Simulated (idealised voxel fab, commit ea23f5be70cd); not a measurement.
process module | voxel fin reveal
cross-section cut | 210 nm wide | cells 5 nm
Each cross-section below is a grid of square cells, stated as bands in top-down order, with one or more rows of cells making up each band. In this notation a band is specified by the heights of its top and bottom, in that order and in nm, after which its materials appear from left to right, each paired with its width in nm. The word "throughout" attached to a single material means that material fills the band from edge to edge; the word "empty" stands for empty space. Heights from 0 (as-received wafer is one material below). Bottom band endless downward, as "0 down". When a width is written as two numbers, as in "30..40", the first number is the width in the top row of cells of the band and the second is the width in its bottom row, and the width changes by the same amount from each row to the next. Any step labelled "no alteration" changed none of the cells in the cross-section. Empty spaces counting at least 8 cells and having no open way to the top are listed in "Unvented voids". The notation width x height at distance is used for each, the distance being from the left edge and all three values in nm. Step line, after settings: the simulator's comment on this step. "overlay nm" denotes, for a step that has a mask, the displacement of the mask to the right of its planned place, with negative values corresponding to the left.
## Process steps - plan
step 1: RECEIVE: material Si
step 2: CONFORMAL_DEP: material SiN, thk nm 10
step 3: DIRECTIONAL_DEP: material aC, thk nm 15
step 4: PATTERN: tone cover, mask id FINS, material resist, width nm 15, pitch nm 40, thk nm 35, overlay nm 0
step 5: DIRECTIONAL_ETCH: etch materials aC, depth nm 15
step 6: STRIP: etch materials resist
step 7: DIRECTIONAL_ETCH: etch materials SiN, depth nm 10
step 8: DIRECTIONAL_ETCH: etch materials Si, depth nm 35
step 9: STRIP: etch materials aC
step 10: FILL_DEP: material SiO2, thk nm 5
step 11: CMP: height nm 10
step 12: SELECTIVE_ETCH: etch materials SiO2, depth nm 30
step 13: STRIP: etch materials SiN
step 14: CONFORMAL_DEP: material SiO2, thk nm 5
## Here's what the wafer looked like in cross-section when it arrived - that's after step 1
	0 down = Si throughout
	Unvented voids: none
## first wafer at the end, as planned
	5 to 0 = empty 50 nm, then SiO2 25 nm, then empty 15 nm, then SiO2 25 nm, then empty 15 nm, then SiO2 25 nm, then empty 55 nm
	0 to -15 = empty 50 nm, then SiO2 5 nm, then Si 15 nm, then SiO2 5 nm, then empty 15 nm, then SiO2 5 nm, then Si 15 nm, then SiO2 5 nm, then empty 15 nm, then SiO2 5 nm, then Si 15 nm, then SiO2 5 nm, then empty 55 nm
	-15 to -35 = SiO2 55 nm, then Si 15 nm, then SiO2 25 nm, then Si 15 nm, then SiO2 25 nm, then Si 15 nm, then SiO2 60 nm
	-35 down = Si throughout
	Unvented voids: none
## Second wafer cross-section at end of module - shared start and plan with the first, one mistake in the run
	5 to 0 = empty 45 nm, then SiO2 25 nm, then empty 15 nm, then SiO2 25 nm, then empty 15 nm, then SiO2 25 nm, then empty 60 nm
	0 to -15 = empty 45 nm, then SiO2 5 nm, then Si 15 nm, then SiO2 5 nm, then empty 15 nm, then SiO2 5 nm, then Si 15 nm, then SiO2 5 nm, then empty 15 nm, then SiO2 5 nm, then Si 15 nm, then SiO2 5 nm, then empty 60 nm
	-15 to -35 = SiO2 50 nm, then Si 15 nm, then SiO2 25 nm, then Si 15 nm, then SiO2 25 nm, then Si 15 nm, then SiO2 65 nm
	-35 down = Si throughout
	Unvented voids: none
What was the processing mistake? in deviation from the planned setting, step 4 was conducted as PATTERN: tone cover, mask id FINS, material resist, width nm 15, pitch nm 40, thk nm 35, overlay nm -5
So at the finish, the second wafer's got exactly as many cells of each material as the first, just not in the same spots.
